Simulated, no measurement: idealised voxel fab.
process module | voxel wiring stack
cross-section cut | 215 nm wide | cells 5 nm
A cross-section is a grid of square cells, given in bands from the top down. A band is one or more rows of cells.
Each band's line starts with the height of the band's top and of its bottom, in nm. Then come its materials from left to right, each with its width in nm. One material with "throughout" fills the band from edge to edge. "air" is empty space.
Height 0 is the level under which the wafer as received is all one material. The lowest band goes on downwards, as in "0 down".
A width such as "30 to 40" changes by the same amount from each row of cells to the next, from the band's top row to its bottom row.
"no change" after a step means that no cell of the cross-section changed.
closed voids: empty space of 8 cells or more with no open way to the top, each as width x height at its distance from the left edge, in nm
after a step's settings: what the simulator itself notes on the step
overlay nm, on a step with a mask: how far to the right of its planned place the mask lay; to the left if negative
Each pair below shows a cross-section before one step and the cross-section after it, down to the lowest band that changed. The line under each pair gives the step between them, with its settings. The pairs can come from different runs of this module on the same starting wafer, so a pair continues from the pair above only where its "before" says so.
before
  90 to 85: Cu throughout
  85 to 80: TiN 20 | Cu 20 | TiN 30 | Cu 20 | TiN 30 | Cu 20 | TiN 30 | Cu 20 | TiN 25
  80 to 50: SiO2 15 | TiN 5 | Cu 20 | TiN 5 | SiO2 20 | TiN 5 | Cu 20 | TiN 5 | SiO2 20 | TiN 5 | Cu 20 | TiN 5 | SiO2 20 | TiN 5 | Cu 20 | TiN 5 | SiO2 20
  50 to 45: SiO2 15 | TiN 5 | Cu 5 | TiN 20 | SiO2 20 | TiN 30 | SiO2 20 | TiN 5 | Cu 5 | TiN 20 | SiO2 20 | TiN 30 | SiO2 20
  45 to 40: SiCN 15 | TiN 15 | SiCN 85 | TiN 15 | SiCN 85
  40 to 15: SiO2 15 | TiN 5 | Cu 20 | TiN 5 | SiO2 20 | TiN 5 | Cu 20 | TiN 5 | SiO2 20 | TiN 5 | Cu 20 | TiN 5 | SiO2 20 | TiN 5 | Cu 20 | TiN 5 | SiO2 20
  15 to 10: SiN 15 | TiN 30 | SiN 20 | TiN 30 | SiN 20 | TiN 30 | SiN 20 | TiN 30 | SiN 20
  10 to 0: SiO2 throughout
  0 down: Si throughout
  closed voids: none
after
  80 to 50: SiO2 15 | TiN 5 | Cu 20 | TiN 5 | SiO2 20 | TiN 5 | Cu 20 | TiN 5 | SiO2 20 | TiN 5 | Cu 20 | TiN 5 | SiO2 20 | TiN 5 | Cu 20 | TiN 5 | SiO2 20
  below 50: unchanged
  closed voids: none
the step between: op CMP | height nm 80
before: the cross-section after the pair above
after
  85 to 80: SiCN throughout
  below 80: unchanged
  closed voids: none
the step between: op CONFORMAL_DEP | material SiCN | thk nm 5
before: the cross-section after the pair above
after
  100 to 85: SiO2 throughout
  below 85: unchanged
  closed voids: none
the step between: op DIRECTIONAL_DEP | material SiO2 | thk nm 15
before: the cross-section after the pair above
after
  100 to 85: SiO2 15 | air 15 | SiO2 35 | air 15 | SiO2 35 | air 15 | SiO2 35 | air 15 | SiO2 35
  below 85: unchanged
  closed voids: none
the step between: op MASKED_ETCH | tone open | mask id PLUG_2 | width nm 15 | pitch nm 50 | etch materials SiO2 | depth nm 15 | overlay nm 0
before: the cross-section after the pair above
after
  100 to 85: SiO2 15 | air 15 | SiO2 35 | air 15 | SiO2 35 | air 15 | SiO2 35 | air 15 | SiO2 35
  85 to 80: SiCN 15 | air 15 | SiCN 35 | air 15 | SiCN 35 | air 15 | SiCN 35 | air 15 | SiCN 35
  below 80: unchanged
  closed voids: none
the step between: op MASKED_ETCH | tone open | mask id PLUG_2 | width nm 15 | pitch nm 50 | etch materials SiCN | depth nm 5 | overlay nm 0
before: the cross-section after the pair above
after
  105 to 100: TiN 20 | air 5 | TiN 45 | air 5 | TiN 45 | air 5 | TiN 45 | air 5 | TiN 40
  100 to 85: SiO2 15 | TiN 5 | air 5 | TiN 5 | SiO2 35 | TiN 5 | air 5 | TiN 5 | SiO2 35 | TiN 5 | air 5 | TiN 5 | SiO2 35 | TiN 5 | air 5 | TiN 5 | SiO2 35
  85 to 80: SiCN 15 | TiN 15 | SiCN 35 | TiN 15 | SiCN 35 | TiN 15 | SiCN 35 | TiN 15 | SiCN 35
  below 80: unchanged
  closed voids: none
the step between: op CONFORMAL_DEP | material TiN | thk nm 5
before: the cross-section after the pair above
after
  115 to 105: Ru throughout
  105 to 100: TiN 20 | Ru 5 | TiN 45 | Ru 5 | TiN 45 | Ru 5 | TiN 45 | Ru 5 | TiN 40
  100 to 85: SiO2 15 | TiN 5 | Ru 5 | TiN 5 | SiO2 35 | TiN 5 | Ru 5 | TiN 5 | SiO2 35 | TiN 5 | Ru 5 | TiN 5 | SiO2 35 | TiN 5 | Ru 5 | TiN 5 | SiO2 35
  below 85: unchanged
  closed voids: none
the step between: op FILL_DEP | material Ru | thk nm 10
before: the cross-section after the pair above
after
  100 to 85: SiO2 15 | TiN 5 | Ru 5 | TiN 5 | SiO2 35 | TiN 5 | Ru 5 | TiN 5 | SiO2 35 | TiN 5 | Ru 5 | TiN 5 | SiO2 35 | TiN 5 | Ru 5 | TiN 5 | SiO2 35
  below 85: unchanged
  closed voids: none
the step between: op CMP | height nm 100
before: the cross-section after the pair above
after
  105 to 100: SiCN throughout
  below 100: unchanged
  closed voids: none
the step between: op CONFORMAL_DEP | material SiCN | thk nm 5
before: the cross-section after the pair above
after
  125 to 105: SiO2 throughout
  below 105: unchanged
  closed voids: none
the step between: op DIRECTIONAL_DEP | material SiO2 | thk nm 20
before: the cross-section after the pair above
after
  140 to 125: aC throughout
  below 125: unchanged
  closed voids: none
the step between: op DIRECTIONAL_DEP | material aC | thk nm 15
before: the cross-section after the pair above
after
  175 to 140: resist 15 | air 30 | resist 20 | air 30 | resist 20 | air 30 | resist 20 | air 30 | resist 20
  below 140: unchanged
  closed voids: none
the step between: op PATTERN | tone open | mask id METAL_3 | material resist | width nm 30 | pitch nm 50 | thk nm 35 | overlay nm 0
before: the cross-section after the pair above
after
  160 to 140: resist 15 | air 30 | resist 20 | air 30 | resist 20 | air 30 | resist 20 | air 30 | resist 20
  140 to 125: aC 15 | air 30 | aC 20 | air 30 | aC 20 | air 30 | aC 20 | air 30 | aC 20
  below 125: unchanged
  closed voids: none
the step between: op DIRECTIONAL_ETCH | etch materials aC | depth nm 15
before: the cross-section after the pair above
after
  140 to 125: aC 15 | air 30 | aC 20 | air 30 | aC 20 | air 30 | aC 20 | air 30 | aC 20
  below 125: unchanged
  closed voids: none
the step between: op STRIP | etch materials resist
before: the cross-section after the pair above
after
  140 to 125: aC 15 | air 30 | aC 20 | air 30 | aC 20 | air 30 | aC 20 | air 30 | aC 20
  125 to 105: SiO2 15 | air 30 | SiO2 20 | air 30 | SiO2 20 | air 30 | SiO2 20 | air 30 | SiO2 20
  below 105: unchanged
  closed voids: none
the step between: op DIRECTIONAL_ETCH | etch materials SiO2 | depth nm 20
before: the cross-section after the pair above
after
  140 to 125: aC 15 | air 30 | aC 20 | air 30 | aC 20 | air 30 | aC 20 | air 30 | aC 20
  125 to 105: SiO2 15 | air 30 | SiO2 20 | air 30 | SiO2 20 | air 30 | SiO2 20 | air 30 | SiO2 20
  105 to 100: SiCN 15 | air 30 | SiCN 20 | air 30 | SiCN 20 | air 30 | SiCN 20 | air 30 | SiCN 20
  below 100: unchanged
  closed voids: none
the step between: op DIRECTIONAL_ETCH | etch materials SiCN | depth nm 5
before: the cross-section after the pair above
after
  125 to 105: SiO2 15 | air 30 | SiO2 20 | air 30 | SiO2 20 | air 30 | SiO2 20 | air 30 | SiO2 20
  below 105: unchanged
  closed voids: none
the step between: op STRIP | etch materials aC
before: the cross-section after the pair above
after
  130 to 125: TiN 20 | air 20 | TiN 30 | air 20 | TiN 30 | air 20 | TiN 30 | air 20 | TiN 25
  125 to 105: SiO2 15 | TiN 5 | air 20 | TiN 5 | SiO2 20 | TiN 5 | air 20 | TiN 5 | SiO2 20 | TiN 5 | air 20 | TiN 5 | SiO2 20 | TiN 5 | air 20 | TiN 5 | SiO2 20
  105 to 100: SiCN 15 | TiN 30 | SiCN 20 | TiN 30 | SiCN 20 | TiN 30 | SiCN 20 | TiN 30 | SiCN 20
  below 100: unchanged
  closed voids: none
the step between: op CONFORMAL_DEP | material TiN | thk nm 5
before: the cross-section after the pair above
after
  135 to 130: Cu throughout
  130 to 125: TiN 20 | Cu 20 | TiN 30 | Cu 20 | TiN 30 | Cu 20 | TiN 30 | Cu 20 | TiN 25
  125 to 105: SiO2 15 | TiN 5 | Cu 20 | TiN 5 | SiO2 20 | TiN 5 | Cu 20 | TiN 5 | SiO2 20 | TiN 5 | Cu 20 | TiN 5 | SiO2 20 | TiN 5 | Cu 20 | TiN 5 | SiO2 20
  below 105: unchanged
  closed voids: none
the step between: op FILL_DEP | material Cu | thk nm 5
before: the cross-section after the pair above
after
  125 to 105: SiO2 15 | TiN 5 | Cu 20 | TiN 5 | SiO2 20 | TiN 5 | Cu 20 | TiN 5 | SiO2 20 | TiN 5 | Cu 20 | TiN 5 | SiO2 20 | TiN 5 | Cu 20 | TiN 5 | SiO2 20
  below 105: unchanged
  closed voids: none
the step between: op CMP | height nm 125
before: the cross-section after the pair above
after
  130 to 125: SiCN throughout
  below 125: unchanged
  closed voids: none
the step between: op CONFORMAL_DEP | material SiCN | thk nm 5
before: the cross-section after the pair above
after
  140 to 130: lowk throughout
  below 130: unchanged
  closed voids: none
the step between: op DIRECTIONAL_DEP | material lowk | thk nm 10
before: the cross-section after the pair above
after
  155 to 140: resist 15 | air 15 | resist 35 | air 15 | resist 35 | air 15 | resist 35 | air 15 | resist 35
  below 140: unchanged
  closed voids: none
the step between: op PATTERN | tone open | mask id PLUG_3 | material resist | width nm 15 | pitch nm 50 | thk nm 15 | overlay nm 0
before: the cross-section after the pair above
after
  155 to 140: resist 15 | air 15 | resist 35 | air 15 | resist 35 | air 15 | resist 35 | air 15 | resist 35
  140 to 130: lowk 15 | air 15 | lowk 35 | air 15 | lowk 35 | air 15 | lowk 35 | air 15 | lowk 35
  below 130: unchanged
  closed voids: none
the step between: op DIRECTIONAL_ETCH | etch materials lowk | depth nm 10
before: the cross-section after the pair above
after
  155 to 140: resist 15 | air 15 | resist 35 | air 15 | resist 35 | air 15 | resist 35 | air 15 | resist 35
  140 to 130: lowk 15 | air 15 | lowk 35 | air 15 | lowk 35 | air 15 | lowk 35 | air 15 | lowk 35
  130 to 125: SiCN 15 | air 15 | SiCN 35 | air 15 | SiCN 35 | air 15 | SiCN 35 | air 15 | SiCN 35
  below 125: unchanged
  closed voids: none
the step between: op DIRECTIONAL_ETCH | etch materials SiCN | depth nm 5
before: the cross-section after the pair above
after
  140 to 130: lowk 15 | air 15 | lowk 35 | air 15 | lowk 35 | air 15 | lowk 35 | air 15 | lowk 35
  below 130: unchanged
  closed voids: none
the step between: op STRIP | etch materials resist
before: the cross-section after the pair above
after
  145 to 140: TiN 20 | air 5 | TiN 45 | air 5 | TiN 45 | air 5 | TiN 45 | air 5 | TiN 40
  140 to 130: lowk 15 | TiN 5 | air 5 | TiN 5 | lowk 35 | TiN 5 | air 5 | TiN 5 | lowk 35 | TiN 5 | air 5 | TiN 5 | lowk 35 | TiN 5 | air 5 | TiN 5 | lowk 35
  130 to 125: SiCN 15 | TiN 15 | SiCN 35 | TiN 15 | SiCN 35 | TiN 15 | SiCN 35 | TiN 15 | SiCN 35
  below 125: unchanged
  closed voids: none
the step between: op CONFORMAL_DEP | material TiN | thk nm 5
before: the cross-section after the pair above
after
  155 to 145: Ru throughout
  145 to 140: TiN 20 | Ru 5 | TiN 45 | Ru 5 | TiN 45 | Ru 5 | TiN 45 | Ru 5 | TiN 40
  140 to 130: lowk 15 | TiN 5 | Ru 5 | TiN 5 | lowk 35 | TiN 5 | Ru 5 | TiN 5 | lowk 35 | TiN 5 | Ru 5 | TiN 5 | lowk 35 | TiN 5 | Ru 5 | TiN 5 | lowk 35
  below 130: unchanged
  closed voids: none
the step between: op FILL_DEP | material Ru | thk nm 10
before: the cross-section after the pair above
after
  140 to 130: lowk 15 | TiN 5 | Ru 5 | TiN 5 | lowk 35 | TiN 5 | Ru 5 | TiN 5 | lowk 35 | TiN 5 | Ru 5 | TiN 5 | lowk 35 | TiN 5 | Ru 5 | TiN 5 | lowk 35
  below 130: unchanged
  closed voids: none
the step between: op CMP | height nm 140
before: the cross-section after the pair above
after
  145 to 140: TiN throughout
  below 140: unchanged
  closed voids: none
the step between: op DIRECTIONAL_DEP | material TiN | thk nm 5
before: the cross-section after the pair above
after
  165 to 145: W throughout
  below 145: unchanged
  closed voids: none
the step between: op DIRECTIONAL_DEP | material W | thk nm 20
before: the cross-section after the pair above
after
  175 to 165: aC throughout
  below 165: unchanged
  closed voids: none
the step between: op DIRECTIONAL_DEP | material aC | thk nm 10
before: the cross-section after the pair above
after
  200 to 175: air 15 | resist 30 | air 20 | resist 30 | air 20 | resist 30 | air 20 | resist 30 | air 20
  below 175: unchanged
  closed voids: none
the step between: op PATTERN | tone cover | mask id METAL_4 | material resist | width nm 30 | pitch nm 50 | thk nm 25 | overlay nm 0
before: the cross-section after the pair above
after
  190 to 175: air 15 | resist 30 | air 20 | resist 30 | air 20 | resist 30 | air 20 | resist 30 | air 20
  175 to 165: air 15 | aC 30 | air 20 | aC 30 | air 20 | aC 30 | air 20 | aC 30 | air 20
  below 165: unchanged
  closed voids: none
the step between: op DIRECTIONAL_ETCH | etch materials aC | depth nm 10
before: the cross-section after the pair above
after
  175 to 165: air 15 | aC 30 | air 20 | aC 30 | air 20 | aC 30 | air 20 | aC 30 | air 20
  below 165: unchanged
  closed voids: none
the step between: op STRIP | etch materials resist
before: the cross-section after the pair above
after
  175 to 165: air 15 | aC 30 | air 20 | aC 30 | air 20 | aC 30 | air 20 | aC 30 | air 20
  165 to 145: air 15 | W 30 | air 20 | W 30 | air 20 | W 30 | air 20 | W 30 | air 20
  below 145: unchanged
  closed voids: none
the step between: op DIRECTIONAL_ETCH | etch materials W | depth nm 20
before: the cross-section after the pair above
after
  175 to 165: air 15 | aC 30 | air 20 | aC 30 | air 20 | aC 30 | air 20 | aC 30 | air 20
  165 to 145: air 15 | W 30 | air 20 | W 30 | air 20 | W 30 | air 20 | W 30 | air 20
  145 to 140: air 15 | TiN 30 | air 20 | TiN 30 | air 20 | TiN 30 | air 20 | TiN 30 | air 20
  below 140: unchanged
  closed voids: none
the step between: op DIRECTIONAL_ETCH | etch materials TiN | depth nm 5
before: the cross-section after the pair above
after
  165 to 145: air 15 | W 30 | air 20 | W 30 | air 20 | W 30 | air 20 | W 30 | air 20
  below 145: unchanged
  closed voids: none
the step between: op STRIP | etch materials aC
before: the cross-section after the pair above
after
  170 to 165: air 10 | SiCN 40 | air 10 | SiCN 40 | air 10 | SiCN 40 | air 10 | SiCN 40 | air 15
  165 to 145: air 10 | SiCN 5 | W 30 | SiCN 5 | air 10 | SiCN 5 | W 30 | SiCN 5 | air 10 | SiCN 5 | W 30 | SiCN 5 | air 10 | SiCN 5 | W 30 | SiCN 5 | air 15
  145 to 140: SiCN 15 | TiN 30 | SiCN 20 | TiN 30 | SiCN 20 | TiN 30 | SiCN 20 | TiN 30 | SiCN 20
  below 140: unchanged
  closed voids: none
the step between: op CONFORMAL_DEP | material SiCN | thk nm 5
before: the cross-section after the pair above
after
  180 to 170: SiO2 throughout
  170 to 165: SiO2 10 | SiCN 40 | SiO2 10 | SiCN 40 | SiO2 10 | SiCN 40 | SiO2 10 | SiCN 40 | SiO2 15
  165 to 145: SiO2 10 | SiCN 5 | W 30 | SiCN 5 | SiO2 10 | SiCN 5 | W 30 | SiCN 5 | SiO2 10 | SiCN 5 | W 30 | SiCN 5 | SiO2 10 | SiCN 5 | W 30 | SiCN 5 | SiO2 15
  below 145: unchanged
  closed voids: none
the step between: op FILL_DEP | material SiO2 | thk nm 10
before: the cross-section after the pair above
after
  165 to 145: SiO2 10 | SiCN 5 | W 30 | SiCN 5 | SiO2 10 | SiCN 5 | W 30 | SiCN 5 | SiO2 10 | SiCN 5 | W 30 | SiCN 5 | SiO2 10 | SiCN 5 | W 30 | SiCN 5 | SiO2 15
  below 145: unchanged
  closed voids: none
the step between: op CMP | height nm 165
before: the cross-section after the pair above
after
  170 to 165: SiN throughout
  below 165: unchanged
  closed voids: none
the step between: op CONFORMAL_DEP | material SiN | thk nm 5
before
  80 to 65: SiO2 15 | TiN 5 | Cu 20 | TiN 5 | SiO2 20 | TiN 5 | Cu 20 | TiN 5 | SiO2 20 | TiN 5 | Cu 20 | TiN 5 | SiO2 20 | TiN 5 | Cu 20 | TiN 5 | SiO2 20
  65 to 60: SiO2 15 | TiN 5 | Cu 5 | TiN 20 | SiO2 20 | TiN 30 | SiO2 20 | TiN 5 | Cu 5 | TiN 20 | SiO2 20 | TiN 30 | SiO2 20
  60 to 45: SiO2 15 | TiN 5 | Cu 5 | TiN 5 | SiO2 85 | TiN 5 | Cu 5 | TiN 5 | SiO2 85
  45 to 40: SiCN 15 | TiN 15 | SiCN 85 | TiN 15 | SiCN 85
  40 to 15: SiO2 15 | TiN 5 | Cu 20 | TiN 5 | SiO2 20 | TiN 5 | Cu 20 | TiN 5 | SiO2 20 | TiN 5 | Cu 20 | TiN 5 | SiO2 20 | TiN 5 | Cu 20 | TiN 5 | SiO2 20
  15 to 10: SiN 15 | TiN 30 | SiN 20 | TiN 30 | SiN 20 | TiN 30 | SiN 20 | TiN 30 | SiN 20
  10 to 0: SiO2 throughout
  0 down: Si throughout
  closed voids: none
after
  95 to 80: SiO2 throughout
  below 80: unchanged
  closed voids: none
the step between: op DIRECTIONAL_DEP | material SiO2 | thk nm 15
before: the cross-section after the pair above
after
  100 to 95: SiCN throughout
  below 95: unchanged
  closed voids: none
the step between: op CONFORMAL_DEP | material SiCN | thk nm 5
before: the cross-section after the pair above
after
  100 to 95: SiCN 15 | air 15 | SiCN 35 | air 15 | SiCN 35 | air 15 | SiCN 35 | air 15 | SiCN 35
  below 95: unchanged
  closed voids: none
the step between: op MASKED_ETCH | tone open | mask id PLUG_2 | width nm 15 | pitch nm 50 | etch materials SiCN | depth nm 5 | overlay nm 0
before: the cross-section after the pair above
after
  105 to 100: TiN 20 | air 5 | TiN 45 | air 5 | TiN 45 | air 5 | TiN 45 | air 5 | TiN 40
  100 to 95: SiCN 15 | TiN 15 | SiCN 35 | TiN 15 | SiCN 35 | TiN 15 | SiCN 35 | TiN 15 | SiCN 35
  below 95: unchanged
  closed voids: none
the step between: op CONFORMAL_DEP | material TiN | thk nm 5
before: the cross-section after the pair above
after
  115 to 105: Ru throughout
  105 to 100: TiN 20 | Ru 5 | TiN 45 | Ru 5 | TiN 45 | Ru 5 | TiN 45 | Ru 5 | TiN 40
  below 100: unchanged
  closed voids: none
the step between: op FILL_DEP | material Ru | thk nm 10
before: the cross-section after the pair above
after
  100 to 95: SiCN 15 | TiN 15 | SiCN 35 | TiN 15 | SiCN 35 | TiN 15 | SiCN 35 | TiN 15 | SiCN 35
  below 95: unchanged
  closed voids: none
the step between: op CMP | height nm 100
before: the cross-section after the pair above
after
  105 to 100: SiCN throughout
  below 100: unchanged
  closed voids: none
the step between: op CONFORMAL_DEP | material SiCN | thk nm 5
before: the cross-section after the pair above
after
  125 to 105: SiO2 throughout
  below 105: unchanged
  closed voids: none
the step between: op DIRECTIONAL_DEP | material SiO2 | thk nm 20
before: the cross-section after the pair above
after
  140 to 125: aC throughout
  below 125: unchanged
  closed voids: none
the step between: op DIRECTIONAL_DEP | material aC | thk nm 15
before: the cross-section after the pair above
after
  175 to 140: resist 15 | air 30 | resist 20 | air 30 | resist 20 | air 30 | resist 20 | air 30 | resist 20
  below 140: unchanged
  closed voids: none
the step between: op PATTERN | tone open | mask id METAL_3 | material resist | width nm 30 | pitch nm 50 | thk nm 35 | overlay nm 0
before: the cross-section after the pair above
after
  160 to 140: resist 15 | air 30 | resist 20 | air 30 | resist 20 | air 30 | resist 20 | air 30 | resist 20
  140 to 125: aC 15 | air 30 | aC 20 | air 30 | aC 20 | air 30 | aC 20 | air 30 | aC 20
  below 125: unchanged
  closed voids: none
the step between: op DIRECTIONAL_ETCH | etch materials aC | depth nm 15
before: the cross-section after the pair above
after
  140 to 125: aC 15 | air 30 | aC 20 | air 30 | aC 20 | air 30 | aC 20 | air 30 | aC 20
  below 125: unchanged
  closed voids: none
the step between: op STRIP | etch materials resist
before: the cross-section after the pair above
after
  140 to 125: aC 15 | air 30 | aC 20 | air 30 | aC 20 | air 30 | aC 20 | air 30 | aC 20
  125 to 105: SiO2 15 | air 30 | SiO2 20 | air 30 | SiO2 20 | air 30 | SiO2 20 | air 30 | SiO2 20
  below 105: unchanged
  closed voids: none
the step between: op DIRECTIONAL_ETCH | etch materials SiO2 | depth nm 20
before: the cross-section after the pair above
after
  140 to 125: aC 15 | air 30 | aC 20 | air 30 | aC 20 | air 30 | aC 20 | air 30 | aC 20
  125 to 105: SiO2 15 | air 30 | SiO2 20 | air 30 | SiO2 20 | air 30 | SiO2 20 | air 30 | SiO2 20
  105 to 100: SiCN 15 | air 30 | SiCN 20 | air 30 | SiCN 20 | air 30 | SiCN 20 | air 30 | SiCN 20
  below 100: unchanged
  closed voids: none
the step between: op DIRECTIONAL_ETCH | etch materials SiCN | depth nm 5
before: the cross-section after the pair above
after
  125 to 105: SiO2 15 | air 30 | SiO2 20 | air 30 | SiO2 20 | air 30 | SiO2 20 | air 30 | SiO2 20
  below 105: unchanged
  closed voids: none
the step between: op STRIP | etch materials aC
before: the cross-section after the pair above
after
  130 to 125: TiN 20 | air 20 | TiN 30 | air 20 | TiN 30 | air 20 | TiN 30 | air 20 | TiN 25
  125 to 105: SiO2 15 | TiN 5 | air 20 | TiN 5 | SiO2 20 | TiN 5 | air 20 | TiN 5 | SiO2 20 | TiN 5 | air 20 | TiN 5 | SiO2 20 | TiN 5 | air 20 | TiN 5 | SiO2 20
  105 to 95: SiCN 15 | TiN 30 to 15 | SiCN 20 to 35 | TiN 30 to 15 | SiCN 20 to 35 | TiN 30 to 15 | SiCN 20 to 35 | TiN 30 to 15 | SiCN 20 to 35
  below 95: unchanged
  closed voids: none
the step between: op CONFORMAL_DEP | material TiN | thk nm 5
before: the cross-section after the pair above
after
  135 to 130: Cu throughout
  130 to 125: TiN 20 | Cu 20 | TiN 30 | Cu 20 | TiN 30 | Cu 20 | TiN 30 | Cu 20 | TiN 25
  125 to 105: SiO2 15 | TiN 5 | Cu 20 | TiN 5 | SiO2 20 | TiN 5 | Cu 20 | TiN 5 | SiO2 20 | TiN 5 | Cu 20 | TiN 5 | SiO2 20 | TiN 5 | Cu 20 | TiN 5 | SiO2 20
  below 105: unchanged
  closed voids: none
the step between: op FILL_DEP | material Cu | thk nm 5
before: the cross-section after the pair above
after
  125 to 105: SiO2 15 | TiN 5 | Cu 20 | TiN 5 | SiO2 20 | TiN 5 | Cu 20 | TiN 5 | SiO2 20 | TiN 5 | Cu 20 | TiN 5 | SiO2 20 | TiN 5 | Cu 20 | TiN 5 | SiO2 20
  below 105: unchanged
  closed voids: none
the step between: op CMP | height nm 125
before: the cross-section after the pair above
after
  130 to 125: SiCN throughout
  below 125: unchanged
  closed voids: none
the step between: op CONFORMAL_DEP | material SiCN | thk nm 5
before: the cross-section after the pair above
after
  140 to 130: lowk throughout
  below 130: unchanged
  closed voids: none
the step between: op DIRECTIONAL_DEP | material lowk | thk nm 10
before: the cross-section after the pair above
after
  155 to 140: resist 15 | air 15 | resist 35 | air 15 | resist 35 | air 15 | resist 35 | air 15 | resist 35
  below 140: unchanged
  closed voids: none
the step between: op PATTERN | tone open | mask id PLUG_3 | material resist | width nm 15 | pitch nm 50 | thk nm 15 | overlay nm 0
before: the cross-section after the pair above
after
  155 to 140: resist 15 | air 15 | resist 35 | air 15 | resist 35 | air 15 | resist 35 | air 15 | resist 35
  140 to 130: lowk 15 | air 15 | lowk 35 | air 15 | lowk 35 | air 15 | lowk 35 | air 15 | lowk 35
  below 130: unchanged
  closed voids: none
the step between: op DIRECTIONAL_ETCH | etch materials lowk | depth nm 10
before: the cross-section after the pair above
after
  155 to 140: resist 15 | air 15 | resist 35 | air 15 | resist 35 | air 15 | resist 35 | air 15 | resist 35
  140 to 130: lowk 15 | air 15 | lowk 35 | air 15 | lowk 35 | air 15 | lowk 35 | air 15 | lowk 35
  130 to 125: SiCN 15 | air 15 | SiCN 35 | air 15 | SiCN 35 | air 15 | SiCN 35 | air 15 | SiCN 35
  below 125: unchanged
  closed voids: none
the step between: op DIRECTIONAL_ETCH | etch materials SiCN | depth nm 5
before: the cross-section after the pair above
after
  140 to 130: lowk 15 | air 15 | lowk 35 | air 15 | lowk 35 | air 15 | lowk 35 | air 15 | lowk 35
  below 130: unchanged
  closed voids: none
the step between: op STRIP | etch materials resist
before: the cross-section after the pair above
after
  145 to 140: TiN 20 | air 5 | TiN 45 | air 5 | TiN 45 | air 5 | TiN 45 | air 5 | TiN 40
  140 to 130: lowk 15 | TiN 5 | air 5 | TiN 5 | lowk 35 | TiN 5 | air 5 | TiN 5 | lowk 35 | TiN 5 | air 5 | TiN 5 | lowk 35 | TiN 5 | air 5 | TiN 5 | lowk 35
  130 to 125: SiCN 15 | TiN 15 | SiCN 35 | TiN 15 | SiCN 35 | TiN 15 | SiCN 35 | TiN 15 | SiCN 35
  below 125: unchanged
  closed voids: none
the step between: op CONFORMAL_DEP | material TiN | thk nm 5
before: the cross-section after the pair above
after
  155 to 145: Ru throughout
  145 to 140: TiN 20 | Ru 5 | TiN 45 | Ru 5 | TiN 45 | Ru 5 | TiN 45 | Ru 5 | TiN 40
  140 to 130: lowk 15 | TiN 5 | Ru 5 | TiN 5 | lowk 35 | TiN 5 | Ru 5 | TiN 5 | lowk 35 | TiN 5 | Ru 5 | TiN 5 | lowk 35 | TiN 5 | Ru 5 | TiN 5 | lowk 35
  below 130: unchanged
  closed voids: none
the step between: op FILL_DEP | material Ru | thk nm 10
before: the cross-section after the pair above
after
  140 to 130: lowk 15 | TiN 5 | Ru 5 | TiN 5 | lowk 35 | TiN 5 | Ru 5 | TiN 5 | lowk 35 | TiN 5 | Ru 5 | TiN 5 | lowk 35 | TiN 5 | Ru 5 | TiN 5 | lowk 35
  below 130: unchanged
  closed voids: none
the step between: op CMP | height nm 140
before: the cross-section after the pair above
after
  145 to 140: TiN throughout
  below 140: unchanged
  closed voids: none
the step between: op DIRECTIONAL_DEP | material TiN | thk nm 5
before: the cross-section after the pair above
after
  165 to 145: W throughout
  below 145: unchanged
  closed voids: none
the step between: op DIRECTIONAL_DEP | material W | thk nm 20
before: the cross-section after the pair above
after
  175 to 165: aC throughout
  below 165: unchanged
  closed voids: none
the step between: op DIRECTIONAL_DEP | material aC | thk nm 10
before: the cross-section after the pair above
after
  200 to 175: air 15 | resist 30 | air 20 | resist 30 | air 20 | resist 30 | air 20 | resist 30 | air 20
  below 175: unchanged
  closed voids: none
the step between: op PATTERN | tone cover | mask id METAL_4 | material resist | width nm 30 | pitch nm 50 | thk nm 25 | overlay nm 0
before: the cross-section after the pair above
after
  190 to 175: air 15 | resist 30 | air 20 | resist 30 | air 20 | resist 30 | air 20 | resist 30 | air 20
  175 to 165: air 15 | aC 30 | air 20 | aC 30 | air 20 | aC 30 | air 20 | aC 30 | air 20
  below 165: unchanged
  closed voids: none
the step between: op DIRECTIONAL_ETCH | etch materials aC | depth nm 10
before: the cross-section after the pair above
after
  175 to 165: air 15 | aC 30 | air 20 | aC 30 | air 20 | aC 30 | air 20 | aC 30 | air 20
  below 165: unchanged
  closed voids: none
the step between: op STRIP | etch materials resist
before: the cross-section after the pair above
after
  175 to 165: air 15 | aC 30 | air 20 | aC 30 | air 20 | aC 30 | air 20 | aC 30 | air 20
  165 to 145: air 15 | W 30 | air 20 | W 30 | air 20 | W 30 | air 20 | W 30 | air 20
  below 145: unchanged
  closed voids: none
the step between: op DIRECTIONAL_ETCH | etch materials W | depth nm 20
before: the cross-section after the pair above
after
  175 to 165: air 15 | aC 30 | air 20 | aC 30 | air 20 | aC 30 | air 20 | aC 30 | air 20
  165 to 145: air 15 | W 30 | air 20 | W 30 | air 20 | W 30 | air 20 | W 30 | air 20
  145 to 140: air 15 | TiN 30 | air 20 | TiN 30 | air 20 | TiN 30 | air 20 | TiN 30 | air 20
  below 140: unchanged
  closed voids: none
the step between: op DIRECTIONAL_ETCH | etch materials TiN | depth nm 5
before: the cross-section after the pair above
after
  165 to 145: air 15 | W 30 | air 20 | W 30 | air 20 | W 30 | air 20 | W 30 | air 20
  below 145: unchanged
  closed voids: none
the step between: op STRIP | etch materials aC
before: the cross-section after the pair above
after
  170 to 165: air 10 | SiCN 40 | air 10 | SiCN 40 | air 10 | SiCN 40 | air 10 | SiCN 40 | air 15
  165 to 145: air 10 | SiCN 5 | W 30 | SiCN 5 | air 10 | SiCN 5 | W 30 | SiCN 5 | air 10 | SiCN 5 | W 30 | SiCN 5 | air 10 | SiCN 5 | W 30 | SiCN 5 | air 15
  145 to 140: SiCN 15 | TiN 30 | SiCN 20 | TiN 30 | SiCN 20 | TiN 30 | SiCN 20 | TiN 30 | SiCN 20
  below 140: unchanged
  closed voids: none
the step between: op CONFORMAL_DEP | material SiCN | thk nm 5
before: the cross-section after the pair above
after
  180 to 170: SiO2 throughout
  170 to 165: SiO2 10 | SiCN 40 | SiO2 10 | SiCN 40 | SiO2 10 | SiCN 40 | SiO2 10 | SiCN 40 | SiO2 15
  165 to 145: SiO2 10 | SiCN 5 | W 30 | SiCN 5 | SiO2 10 | SiCN 5 | W 30 | SiCN 5 | SiO2 10 | SiCN 5 | W 30 | SiCN 5 | SiO2 10 | SiCN 5 | W 30 | SiCN 5 | SiO2 15
  below 145: unchanged
  closed voids: none
the step between: op FILL_DEP | material SiO2 | thk nm 10
before: the cross-section after the pair above
after
  165 to 145: SiO2 10 | SiCN 5 | W 30 | SiCN 5 | SiO2 10 | SiCN 5 | W 30 | SiCN 5 | SiO2 10 | SiCN 5 | W 30 | SiCN 5 | SiO2 10 | SiCN 5 | W 30 | SiCN 5 | SiO2 15
  below 145: unchanged
  closed voids: none
the step between: op CMP | height nm 165
before: the cross-section after the pair above
after
  170 to 165: SiN throughout
  below 165: unchanged
  closed voids: none
the step between: op CONFORMAL_DEP | material SiN | thk nm 5
